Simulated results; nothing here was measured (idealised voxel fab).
voxel spacer lines: a process module
In the cross-section labelled cut, the width is 190 nm and each square cell is 5 nm.
We lay out every cross-section as a grid of square cells and spell it out in bands from the top down, where one band means one or more rows of cells. This entry defines a band. It first specifies the height of the band's top and the height of its bottom in nm, and then specifies the band's materials from left to right, stating each material with its width in nm. The word "edge to edge" identifies a single material that fills the band from edge to edge, while the word "air" identifies empty space. Height datum 0, below which the as-received substrate wafer is one material. Lowest band open at the bottom, running downward: "0 down". Top row gets the first number, bottom row gets the second, and each row in between changes by the same step: that is how a band width like "30 to 40" works. Step note "nothing changed" = no cross-section cell changed. Voids not open to the top, 8 cells minimum: see "Tabulated closed voids". Written width x height at distance; distance is from the left edge; nm. Step line, after settings: the simulator's comment on this step. overlay nm: mask offset rightward from planned place, masked step; negative means leftward offset.
Set out below are the planned steps of the process:
- 1: RECEIVE (material Si)
- 2: CONFORMAL_DEP (material Al2O3; thk nm 5)
- 3: DIRECTIONAL_DEP (material TiN; thk nm 15)
- 4: DIRECTIONAL_DEP (material aC; thk nm 20)
- 5: PATTERN (tone cover; mask id MANDREL; material resist; width nm 15; pitch nm 50; thk nm 30; overlay nm 0)
- 6: DIRECTIONAL_ETCH (etch materials aC; depth nm 20)
- 7: STRIP (etch materials resist)
- 8: CONFORMAL_DEP (material SiN; thk nm 10)
- 9: DIRECTIONAL_ETCH (etch materials SiN; depth nm 10)
- 10: STRIP (etch materials aC)
- 11: DIRECTIONAL_ETCH (etch materials TiN; depth nm 15)
- 12: STRIP (etch materials SiN)
First wafer out of two, processed as planned:
Cross-section, incoming material, after step 1:
0 down = Si edge to edge
Tabulated closed voids: none
After step 2: wafer cross-section:
5 to 0 = Al2O3 edge to edge
Note: structure below 0 unchanged.
After step 3: wafer cross-section:
20 to 5 = TiN edge to edge
Note: structure below 5 unchanged.
After step 4: wafer cross-section:
40 to 20 = aC edge to edge
Note: structure below 20 unchanged.
After step 5: wafer cross-section:
70 to 40 = air 60 / resist 15 / air 35 / resist 15 / air 65
Note: structure below 40 unchanged.
After step 6: wafer cross-section:
50 to 40 = air 60 / resist 15 / air 35 / resist 15 / air 65
40 to 20 = air 60 / aC 15 / air 35 / aC 15 / air 65
Note: structure below 20 unchanged.
After step 7: wafer cross-section:
40 to 20 = air 60 / aC 15 / air 35 / aC 15 / air 65
Note: structure below 20 unchanged.
After step 8: wafer cross-section:
50 to 40 = air 50 / SiN 35 / air 15 / SiN 35 / air 55
40 to 30 = air 50 / SiN 10 / aC 15 / SiN 10 / air 15 / SiN 10 / aC 15 / SiN 10 / air 55
30 to 20 = SiN 60 / aC 15 / SiN 35 / aC 15 / SiN 65
Note: structure below 20 unchanged.
After step 9: wafer cross-section:
40 to 20 = air 50 / SiN 10 / aC 15 / SiN 10 / air 15 / SiN 10 / aC 15 / SiN 10 / air 55
Note: structure below 20 unchanged.
After step 10: wafer cross-section:
40 to 20 = air 50 / SiN 10 / air 15 / SiN 10 / air 15 / SiN 10 / air 15 / SiN 10 / air 55
Note: structure below 20 unchanged.
After step 11: wafer cross-section:
40 to 20 = air 50 / SiN 10 / air 15 / SiN 10 / air 15 / SiN 10 / air 15 / SiN 10 / air 55
20 to 5 = air 50 / TiN 10 / air 15 / TiN 10 / air 15 / TiN 10 / air 15 / TiN 10 / air 55
Note: structure below 5 unchanged.
After step 12: wafer cross-section:
20 to 5 = air 50 / TiN 10 / air 15 / TiN 10 / air 15 / TiN 10 / air 15 / TiN 10 / air 55
Note: structure below 5 unchanged.
Second wafer, same starting state and plan as the first, one mistake in the run, identical through step 1:
Second wafer, cut view, end of step 2 per plan: nothing changed
Second wafer, cut view, end of step 3 per plan:
15 to 0 = TiN edge to edge
Note: structure below 0 unchanged.
Second wafer, cut view, end of step 4 per plan:
35 to 15 = aC edge to edge
Note: structure below 15 unchanged.
Second wafer, cut view, end of step 5 per plan:
65 to 35 = air 60 / resist 15 / air 35 / resist 15 / air 65
Note: structure below 35 unchanged.
Second wafer, cut view, end of step 6 per plan:
45 to 35 = air 60 / resist 15 / air 35 / resist 15 / air 65
35 to 15 = air 60 / aC 15 / air 35 / aC 15 / air 65
Note: structure below 15 unchanged.
Second wafer, cut view, end of step 7 per plan:
35 to 15 = air 60 / aC 15 / air 35 / aC 15 / air 65
Note: structure below 15 unchanged.
Second wafer, cut view, end of step 8 per plan:
45 to 35 = air 50 / SiN 35 / air 15 / SiN 35 / air 55
35 to 25 = air 50 / SiN 10 / aC 15 / SiN 10 / air 15 / SiN 10 / aC 15 / SiN 10 / air 55
25 to 15 = SiN 60 / aC 15 / SiN 35 / aC 15 / SiN 65
Note: structure below 15 unchanged.
Second wafer, cut view, end of step 9 per plan:
35 to 15 = air 50 / SiN 10 / aC 15 / SiN 10 / air 15 / SiN 10 / aC 15 / SiN 10 / air 55
Note: structure below 15 unchanged.
Second wafer, cut view, end of step 10 per plan:
35 to 15 = air 50 / SiN 10 / air 15 / SiN 10 / air 15 / SiN 10 / air 15 / SiN 10 / air 55
Note: structure below 15 unchanged.
Second wafer, cut view, end of step 11 per plan:
35 to 15 = air 50 / SiN 10 / air 15 / SiN 10 / air 15 / SiN 10 / air 15 / SiN 10 / air 55
15 to 0 = air 50 / TiN 10 / air 15 / TiN 10 / air 15 / TiN 10 / air 15 / TiN 10 / air 55
Note: structure below 0 unchanged.
Second wafer, cut view, end of step 12 per plan:
15 to 0 = air 50 / TiN 10 / air 15 / TiN 10 / air 15 / TiN 10 / air 15 / TiN 10 / air 55
Note: structure below 0 unchanged.
Run error: not run: step 2 of the plan (skipped)
Final cells, second wafer relative to first, materials higher or lower: 38 fewer of Al2O3
